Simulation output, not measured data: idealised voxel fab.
Documented hereafter: the process module known as voxel gate over fins.
Square cells of 5 nm make up the cross-section cut, whose width is 265 nm.
Cross-section spec: square-cell grid; bands listed top down; each band is one or more rows.
Top height, bottom height, nm. Materials left to right, width each, nm. Single material + "throughout" = fills band edge to edge. "empty" = empty.
Ref level 0: as-received wafer is one material below here. Bottom band extends down with no lower bound ("0 nm and below").
It should be noted that a width expressed as "30->40" varies in equal increments from row to row of cells within the band, taking the value of the first number at the top row and that of the second number at the bottom row.
Step note "left unchanged" = no cross-section cell changed.
"Enclosed void inventory" specifies each empty space that is not open to the top and that occupies no fewer than 8 cells, using the form width x height at distance, the distance measured from the left edge and all three quantities in nm.
Formally, on a step line, whatever follows the settings is a remark that the simulator itself makes on the step.
The line of a step may include "overlay nm". On a step with a mask, this value is how far to the right of its planned place the mask lay. A negative value means the mask lay to the left.

**The process steps that were planned are listed below**
1 RECEIVE: material Si
2 CONFORMAL_DEP: material SiN, thk nm 5
3 MASKED_ETCH: tone cover, mask id FINS, width nm 15, pitch nm 35, etch materials SiN, depth nm 5, overlay nm 0
4 MASKED_ETCH: tone cover, mask id FINS, width nm 15, pitch nm 35, etch materials Si, depth nm 30, overlay nm 0
5 FILL_DEP: material SiO2, thk nm 10
6 CMP: height nm 5
7 SELECTIVE_ETCH: etch materials SiO2, depth nm 15
8 STRIP: etch materials SiN
9 CONFORMAL_DEP: material HfO2, thk nm 5
10 CONFORMAL_DEP: material TiN, thk nm 5
11 FILL_DEP: material W, thk nm 15
12 CMP: height nm 20
13 CONFORMAL_DEP: material SiCN, thk nm 5

**The cross-section here shows the wafer as received, i.e. in its state after step 1**
- 0 nm and below = Si throughout
- Enclosed void inventory: none

**Wafer cross-section at module end: first of two, run to plan**
- 25 nm to 20 nm = SiCN throughout
- 20 nm to 10 nm = W throughout
- 10 nm to 5 nm = W: 80  TiN: 105  W: 80
- 5 nm to 0 nm = W: 80  TiN: 5  HfO2: 25  TiN: 10  HfO2: 25  TiN: 10  HfO2: 25  TiN: 5  W: 80
- 0 nm to -5 nm = TiN: 85  HfO2: 5  Si: 15  HfO2: 5  TiN: 10  HfO2: 5  Si: 15  HfO2: 5  TiN: 10  HfO2: 5  Si: 15  HfO2: 5  TiN: 85
- -5 nm to -10 nm = HfO2: 90  Si: 15  HfO2: 20  Si: 15  HfO2: 20  Si: 15  HfO2: 90
- -10 nm to -30 nm = SiO2: 90  Si: 15  SiO2: 20  Si: 15  SiO2: 20  Si: 15  SiO2: 90
- -30 nm and below = Si throughout
- Enclosed void inventory: none

**This cross-section belongs to the second wafer of two at the end of the module; the start and the plan were shared with the first, and the run included one mistake**
- 25 nm to 20 nm = SiCN throughout
- 20 nm to 5 nm = W throughout
- 5 nm to 0 nm = W: 85  TiN: 25  W: 10  TiN: 25  W: 10  TiN: 25  W: 85
- 0 nm to -5 nm = W: 85  TiN: 5  Si: 15  TiN: 5  W: 10  TiN: 5  Si: 15  TiN: 5  W: 10  TiN: 5  Si: 15  TiN: 5  W: 85
- -5 nm to -10 nm = TiN: 90  Si: 15  TiN: 20  Si: 15  TiN: 20  Si: 15  TiN: 90
- -10 nm to -30 nm = SiO2: 90  Si: 15  SiO2: 20  Si: 15  SiO2: 20  Si: 15  SiO2: 90
- -30 nm and below = Si throughout
- Enclosed void inventory: none
Deviation noted in wafer processing: yeah, step 9 of the plan got skipped, never ran
Wafer comparison, final, in cells, second relative to first, materials more or fewer: HfO2: 65 fewer; W: 65 more
